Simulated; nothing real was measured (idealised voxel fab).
A process module follows: voxel capacitor over wiring.
Cross-section cut: width 215 nm, square cells of 5 nm.
In what follows, cross-sections appear as grids of square cells, described through bands that run from the top down, where every band is one or more rows of cells.
Look at the band entry: it leads with the top's height and the bottom's height in nm. Then it lists the materials left to right, with a width in nm for each. The word "throughout" on a single material says that material fills the band edge to edge. The word "air" is empty space.
Height is counted from the level 0, under which the received wafer is composed throughout of one material. The lowest of the bands is not closed at the bottom but continues downward, in the notation "0 nm and below".
A width given as "30 to 40" starts at the first number in the band's top row and ends at the second number in its bottom row, shifting by an equal amount at every step from row to row.
When a step is marked "same as before", none of the cells in the cross-section changed during that step.
"Trapped void list" specifies each empty space that is not open to the top and that occupies no fewer than 8 cells, using the form width x height at distance, the distance measured from the left edge and all three quantities in nm.
On each step's line, the part that comes after the settings is the simulator's own comment on the step.
overlay nm: for a step with a mask, the amount by which the mask lay right of where it was planned; a negative amount means left of it.

### Listed below are the process steps as planned
1) op RECEIVE | material Si
2) op CONFORMAL_DEP | material SiO2 | thk nm 15
3) op CONFORMAL_DEP | material SiCN | thk nm 5
4) op DIRECTIONAL_DEP | material SiO2 | thk nm 20
5) op DIRECTIONAL_DEP | material aC | thk nm 15
6) op PATTERN | tone open | mask id METAL_1 | material resist | width nm 20 | pitch nm 75 | thk nm 30 | overlay nm 0
7) op DIRECTIONAL_ETCH | etch materials aC | depth nm 15
8) op STRIP | etch materials resist
9) op DIRECTIONAL_ETCH | etch materials SiO2 | depth nm 20
10) op DIRECTIONAL_ETCH | etch materials SiCN | depth nm 5
11) op STRIP | etch materials aC
12) op CONFORMAL_DEP | material TiN | thk nm 5
13) op FILL_DEP | material W | thk nm 10
14) op CMP | height nm 40
15) op EPI | material Ru | thk nm 5
16) op FILL_DEP | material SiCN | thk nm 5
17) op DIRECTIONAL_DEP | material SiO2 | thk nm 10
18) op MASKED_ETCH | tone open | mask id PLUG_1 | width nm 15 | etch materials SiO2 | depth nm 10 | overlay nm 0
19) op MASKED_ETCH | tone open | mask id PLUG_1 | width nm 15 | etch materials SiCN | depth nm 5 | overlay nm 0
20) op EPI | material Ru | thk nm 10
21) op EPI | material Ru | thk nm 5
22) op DIRECTIONAL_DEP | material TiN | thk nm 10
23) op DIRECTIONAL_DEP | material Al2O3 | thk nm 5
24) op DIRECTIONAL_DEP | material TiN | thk nm 5
25) op MASKED_ETCH | tone cover | mask id UPPER_PLATE | width nm 60 | etch materials TiN | depth nm 5 | overlay nm 0
26) op MASKED_ETCH | tone cover | mask id UPPER_PLATE | width nm 60 | etch materials Al2O3 | depth nm 5 | overlay nm 0
27) op PATTERN | tone cover | mask id LOWER_PLATE | material resist | width nm 70 | thk nm 20 | overlay nm 0
28) op DIRECTIONAL_ETCH | etch materials TiN | depth nm 10
29) op STRIP | etch materials resist
30) op FILL_DEP | material SiO2 | thk nm 20
31) op CMP | height nm 95
32) op MASKED_ETCH | tone open | mask id PLUG_2 | width nm 15 | etch materials SiO2 | depth nm 15 | overlay nm 0
33) op CONFORMAL_DEP | material TiN | thk nm 5
34) op FILL_DEP | material Ru | thk nm 5
35) op CMP | height nm 95
36) op CONFORMAL_DEP | material SiCN | thk nm 5

### First of two wafers - as planned

### Cross-section of the wafer upon arrival, representing the state reached after step 1
* 0 nm and below: Si throughout
* Trapped void list: none

### Cross-section of the wafer after step 2
* 15 nm to 0 nm: SiO2 throughout
* Note: structure below 0 unchanged.

### Cross-section of the wafer after step 3
* 20 nm to 15 nm: SiCN throughout
* Note: structure below 15 unchanged.

### Cross-section of the wafer after step 4
* 40 nm to 20 nm: SiO2 throughout
* Note: structure below 20 unchanged.

### Cross-section of the wafer after step 5
* 55 nm to 40 nm: aC throughout
* Note: structure below 40 unchanged.

### Cross-section of the wafer after step 6
* 85 nm to 55 nm: 60 resist / 20 air / 55 resist / 20 air / 60 resist
* Note: structure below 55 unchanged.

### Cross-section of the wafer after step 7
* 70 nm to 55 nm: 60 resist / 20 air / 55 resist / 20 air / 60 resist
* 55 nm to 40 nm: 60 aC / 20 air / 55 aC / 20 air / 60 aC
* Note: structure below 40 unchanged.

### Cross-section of the wafer after step 8
* 55 nm to 40 nm: 60 aC / 20 air / 55 aC / 20 air / 60 aC
* Note: structure below 40 unchanged.

### Cross-section of the wafer after step 9
* 55 nm to 40 nm: 60 aC / 20 air / 55 aC / 20 air / 60 aC
* 40 nm to 20 nm: 60 SiO2 / 20 air / 55 SiO2 / 20 air / 60 SiO2
* Note: structure below 20 unchanged.

### Cross-section of the wafer after step 10
* 55 nm to 40 nm: 60 aC / 20 air / 55 aC / 20 air / 60 aC
* 40 nm to 20 nm: 60 SiO2 / 20 air / 55 SiO2 / 20 air / 60 SiO2
* 20 nm to 15 nm: 60 SiCN / 20 air / 55 SiCN / 20 air / 60 SiCN
* Note: structure below 15 unchanged.

### Cross-section of the wafer after step 11
* 40 nm to 20 nm: 60 SiO2 / 20 air / 55 SiO2 / 20 air / 60 SiO2
* Note: structure below 20 unchanged.

### Cross-section of the wafer after step 12
* 45 nm to 40 nm: 65 TiN / 10 air / 65 TiN / 10 air / 65 TiN
* 40 nm to 20 nm: 60 SiO2 / 5 TiN / 10 air / 5 TiN / 55 SiO2 / 5 TiN / 10 air / 5 TiN / 60 SiO2
* 20 nm to 15 nm: 60 SiCN / 20 TiN / 55 SiCN / 20 TiN / 60 SiCN
* Note: structure below 15 unchanged.

### Cross-section of the wafer after step 13
* 55 nm to 45 nm: W throughout
* 45 nm to 40 nm: 65 TiN / 10 W / 65 TiN / 10 W / 65 TiN
* 40 nm to 20 nm: 60 SiO2 / 5 TiN / 10 W / 5 TiN / 55 SiO2 / 5 TiN / 10 W / 5 TiN / 60 SiO2
* Note: structure below 20 unchanged.

### Cross-section of the wafer after step 14
* 40 nm to 20 nm: 60 SiO2 / 5 TiN / 10 W / 5 TiN / 55 SiO2 / 5 TiN / 10 W / 5 TiN / 60 SiO2
* Note: structure below 20 unchanged.

### Cross-section of the wafer after step 15
* 45 nm to 40 nm: 55 air / 30 Ru / 45 air / 30 Ru / 55 air
* Note: structure below 40 unchanged.

### Cross-section of the wafer after step 16
* 50 nm to 45 nm: SiCN throughout
* 45 nm to 40 nm: 55 SiCN / 30 Ru / 45 SiCN / 30 Ru / 55 SiCN
* Note: structure below 40 unchanged.

### Cross-section of the wafer after step 17
* 60 nm to 50 nm: SiO2 throughout
* Note: structure below 50 unchanged.

### Cross-section of the wafer after step 18
* 60 nm to 50 nm: 65 SiO2 / 15 air / 135 SiO2
* Note: structure below 50 unchanged.

### Cross-section of the wafer after step 19
* 60 nm to 50 nm: 65 SiO2 / 15 air / 135 SiO2
* 50 nm to 45 nm: 65 SiCN / 15 air / 135 SiCN
* Note: structure below 45 unchanged.

### Cross-section of the wafer after step 20
* 60 nm to 55 nm: 65 SiO2 / 15 air / 135 SiO2
* 55 nm to 50 nm: 65 SiO2 / 15 Ru / 135 SiO2
* 50 nm to 45 nm: 65 SiCN / 15 Ru / 135 SiCN
* Note: structure below 45 unchanged.

### Cross-section of the wafer after step 21
* 60 nm to 50 nm: 65 SiO2 / 15 Ru / 135 SiO2
* Note: structure below 50 unchanged.

### Cross-section of the wafer after step 22
* 70 nm to 60 nm: TiN throughout
* Note: structure below 60 unchanged.

### Cross-section of the wafer after step 23
* 75 nm to 70 nm: Al2O3 throughout
* Note: structure below 70 unchanged.

### Cross-section of the wafer after step 24
* 80 nm to 75 nm: TiN throughout
* Note: structure below 75 unchanged.

### Cross-section of the wafer after step 25
* 80 nm to 75 nm: 65 air / 60 TiN / 90 air
* Note: structure below 75 unchanged.

### Cross-section of the wafer after step 26
* 80 nm to 75 nm: 65 air / 60 TiN / 90 air
* 75 nm to 70 nm: 65 air / 60 Al2O3 / 90 air
* Note: structure below 70 unchanged.

### Cross-section of the wafer after step 27
* 100 nm to 80 nm: 60 air / 70 resist / 85 air
* 80 nm to 75 nm: 60 air / 5 resist / 60 TiN / 5 resist / 85 air
* 75 nm to 70 nm: 60 air / 5 resist / 60 Al2O3 / 5 resist / 85 air
* Note: structure below 70 unchanged.

### Cross-section of the wafer after step 28
* 100 nm to 80 nm: 60 air / 70 resist / 85 air
* 80 nm to 75 nm: 60 air / 5 resist / 60 TiN / 5 resist / 85 air
* 75 nm to 70 nm: 60 air / 5 resist / 60 Al2O3 / 5 resist / 85 air
* 70 nm to 60 nm: 60 air / 70 TiN / 85 air
* Note: structure below 60 unchanged.

### Cross-section of the wafer after step 29
* 80 nm to 75 nm: 65 air / 60 TiN / 90 air
* 75 nm to 70 nm: 65 air / 60 Al2O3 / 90 air
* Note: structure below 70 unchanged.

### Cross-section of the wafer after step 30
* 100 nm to 80 nm: SiO2 throughout
* 80 nm to 75 nm: 65 SiO2 / 60 TiN / 90 SiO2
* 75 nm to 70 nm: 65 SiO2 / 60 Al2O3 / 90 SiO2
* 70 nm to 60 nm: 60 SiO2 / 70 TiN / 85 SiO2
* Note: structure below 60 unchanged.

### Cross-section of the wafer after step 31
* 95 nm to 80 nm: SiO2 throughout
* Note: structure below 80 unchanged.

### Cross-section of the wafer after step 32
* 95 nm to 80 nm: 75 SiO2 / 15 air / 125 SiO2
* Note: structure below 80 unchanged.

### Cross-section of the wafer after step 33
* 100 nm to 95 nm: 80 TiN / 5 air / 130 TiN
* 95 nm to 85 nm: 75 SiO2 / 5 TiN / 5 air / 5 TiN / 125 SiO2
* 85 nm to 75 nm: 75 to 65 SiO2 / 15 to 60 TiN / 125 to 90 SiO2
* Note: structure below 75 unchanged.

### Cross-section of the wafer after step 34
* 105 nm to 100 nm: Ru throughout
* 100 nm to 95 nm: 80 TiN / 5 Ru / 130 TiN
* 95 nm to 85 nm: 75 SiO2 / 5 TiN / 5 Ru / 5 TiN / 125 SiO2
* Note: structure below 85 unchanged.

### Cross-section of the wafer after step 35
* 95 nm to 85 nm: 75 SiO2 / 5 TiN / 5 Ru / 5 TiN / 125 SiO2
* Note: structure below 85 unchanged.

### Cross-section of the wafer after step 36
* 100 nm to 95 nm: SiCN throughout
* Note: structure below 95 unchanged.

### Second wafer, same starting state and plan as the first, one mistake in the run, identical through step 5

### when step 6 should have ended
* 85 nm to 55 nm: 65 resist / 15 air / 60 resist / 15 air / 60 resist
* Note: structure below 55 unchanged.

### when step 7 should have ended
* 70 nm to 55 nm: 65 resist / 15 air / 60 resist / 15 air / 60 resist
* 55 nm to 40 nm: 65 aC / 15 air / 60 aC / 15 air / 60 aC
* Note: structure below 40 unchanged.

### when step 8 should have ended
* 55 nm to 40 nm: 65 aC / 15 air / 60 aC / 15 air / 60 aC
* Note: structure below 40 unchanged.

### when step 9 should have ended
* 55 nm to 40 nm: 65 aC / 15 air / 60 aC / 15 air / 60 aC
* 40 nm to 20 nm: 65 SiO2 / 15 air / 60 SiO2 / 15 air / 60 SiO2
* Note: structure below 20 unchanged.

### when step 10 should have ended
* 55 nm to 40 nm: 65 aC / 15 air / 60 aC / 15 air / 60 aC
* 40 nm to 20 nm: 65 SiO2 / 15 air / 60 SiO2 / 15 air / 60 SiO2
* 20 nm to 15 nm: 65 SiCN / 15 air / 60 SiCN / 15 air / 60 SiCN
* Note: structure below 15 unchanged.

### when step 11 should have ended
* 40 nm to 20 nm: 65 SiO2 / 15 air / 60 SiO2 / 15 air / 60 SiO2
* Note: structure below 20 unchanged.

### when step 12 should have ended
* 45 nm to 40 nm: 70 TiN / 5 air / 70 TiN / 5 air / 65 TiN
* 40 nm to 20 nm: 65 SiO2 / 5 TiN / 5 air / 5 TiN / 60 SiO2 / 5 TiN / 5 air / 5 TiN / 60 SiO2
* 20 nm to 15 nm: 65 SiCN / 15 TiN / 60 SiCN / 15 TiN / 60 SiCN
* Note: structure below 15 unchanged.

### when step 13 should have ended
* 55 nm to 45 nm: W throughout
* 45 nm to 40 nm: 70 TiN / 5 W / 70 TiN / 5 W / 65 TiN
* 40 nm to 20 nm: 65 SiO2 / 5 TiN / 5 W / 5 TiN / 60 SiO2 / 5 TiN / 5 W / 5 TiN / 60 SiO2
* Note: structure below 20 unchanged.

### when step 14 should have ended
* 40 nm to 20 nm: 65 SiO2 / 5 TiN / 5 W / 5 TiN / 60 SiO2 / 5 TiN / 5 W / 5 TiN / 60 SiO2
* Note: structure below 20 unchanged.

### when step 15 should have ended
* 45 nm to 40 nm: 60 air / 25 Ru / 50 air / 25 Ru / 55 air
* Note: structure below 40 unchanged.

### when step 16 should have ended
* 50 nm to 45 nm: SiCN throughout
* 45 nm to 40 nm: 60 SiCN / 25 Ru / 50 SiCN / 25 Ru / 55 SiCN
* Note: structure below 40 unchanged.

### when step 17 should have ended
* 60 nm to 50 nm: SiO2 throughout
* Note: structure below 50 unchanged.

### when step 18 should have ended
* 60 nm to 50 nm: 65 SiO2 / 15 air / 135 SiO2
* Note: structure below 50 unchanged.

### when step 19 should have ended
* 60 nm to 50 nm: 65 SiO2 / 15 air / 135 SiO2
* 50 nm to 45 nm: 65 SiCN / 15 air / 135 SiCN
* Note: structure below 45 unchanged.

### when step 20 should have ended
* 60 nm to 55 nm: 65 SiO2 / 15 air / 135 SiO2
* 55 nm to 50 nm: 65 SiO2 / 15 Ru / 135 SiO2
* 50 nm to 45 nm: 65 SiCN / 15 Ru / 135 SiCN
* Note: structure below 45 unchanged.

### when step 21 should have ended
* 60 nm to 50 nm: 65 SiO2 / 15 Ru / 135 SiO2
* Note: structure below 50 unchanged.

### when step 22 should have ended
* 70 nm to 60 nm: TiN throughout
* Note: structure below 60 unchanged.

### when step 23 should have ended
* 75 nm to 70 nm: Al2O3 throughout
* Note: structure below 70 unchanged.

### when step 24 should have ended
* 80 nm to 75 nm: TiN throughout
* Note: structure below 75 unchanged.

### when step 25 should have ended
* 80 nm to 75 nm: 65 air / 60 TiN / 90 air
* Note: structure below 75 unchanged.

### when step 26 should have ended
* 80 nm to 75 nm: 65 air / 60 TiN / 90 air
* 75 nm to 70 nm: 65 air / 60 Al2O3 / 90 air
* Note: structure below 70 unchanged.

### when step 27 should have ended
* 100 nm to 80 nm: 60 air / 70 resist / 85 air
* 80 nm to 75 nm: 60 air / 5 resist / 60 TiN / 5 resist / 85 air
* 75 nm to 70 nm: 60 air / 5 resist / 60 Al2O3 / 5 resist / 85 air
* Note: structure below 70 unchanged.

### when step 28 should have ended
* 100 nm to 80 nm: 60 air / 70 resist / 85 air
* 80 nm to 75 nm: 60 air / 5 resist / 60 TiN / 5 resist / 85 air
* 75 nm to 70 nm: 60 air / 5 resist / 60 Al2O3 / 5 resist / 85 air
* 70 nm to 60 nm: 60 air / 70 TiN / 85 air
* Note: structure below 60 unchanged.

### when step 29 should have ended
* 80 nm to 75 nm: 65 air / 60 TiN / 90 air
* 75 nm to 70 nm: 65 air / 60 Al2O3 / 90 air
* Note: structure below 70 unchanged.

### when step 30 should have ended
* 100 nm to 80 nm: SiO2 throughout
* 80 nm to 75 nm: 65 SiO2 / 60 TiN / 90 SiO2
* 75 nm to 70 nm: 65 SiO2 / 60 Al2O3 / 90 SiO2
* 70 nm to 60 nm: 60 SiO2 / 70 TiN / 85 SiO2
* Note: structure below 60 unchanged.

### when step 31 should have ended
* 95 nm to 80 nm: SiO2 throughout
* Note: structure below 80 unchanged.

### when step 32 should have ended
* 95 nm to 80 nm: 75 SiO2 / 15 air / 125 SiO2
* Note: structure below 80 unchanged.

### when step 33 should have ended
* 100 nm to 95 nm: 80 TiN / 5 air / 130 TiN
* 95 nm to 85 nm: 75 SiO2 / 5 TiN / 5 air / 5 TiN / 125 SiO2
* 85 nm to 75 nm: 75 to 65 SiO2 / 15 to 60 TiN / 125 to 90 SiO2
* Note: structure below 75 unchanged.

### when step 34 should have ended
* 105 nm to 100 nm: Ru throughout
* 100 nm to 95 nm: 80 TiN / 5 Ru / 130 TiN
* 95 nm to 85 nm: 75 SiO2 / 5 TiN / 5 Ru / 5 TiN / 125 SiO2
* Note: structure below 85 unchanged.

### when step 35 should have ended
* 95 nm to 85 nm: 75 SiO2 / 5 TiN / 5 Ru / 5 TiN / 125 SiO2
* Note: structure below 85 unchanged.

### when step 36 should have ended
* 100 nm to 95 nm: SiCN throughout
* Note: structure below 95 unchanged.
Run error: planned and actual differ for step 6; actual: op PATTERN | tone open | mask id METAL_1 | material resist | width nm 15 | pitch nm 75 | thk nm 30 | overlay nm 0
at the end the second wafer has, in cells: Ru -2; SiCN +4; SiO2 +8; TiN -2; W -8
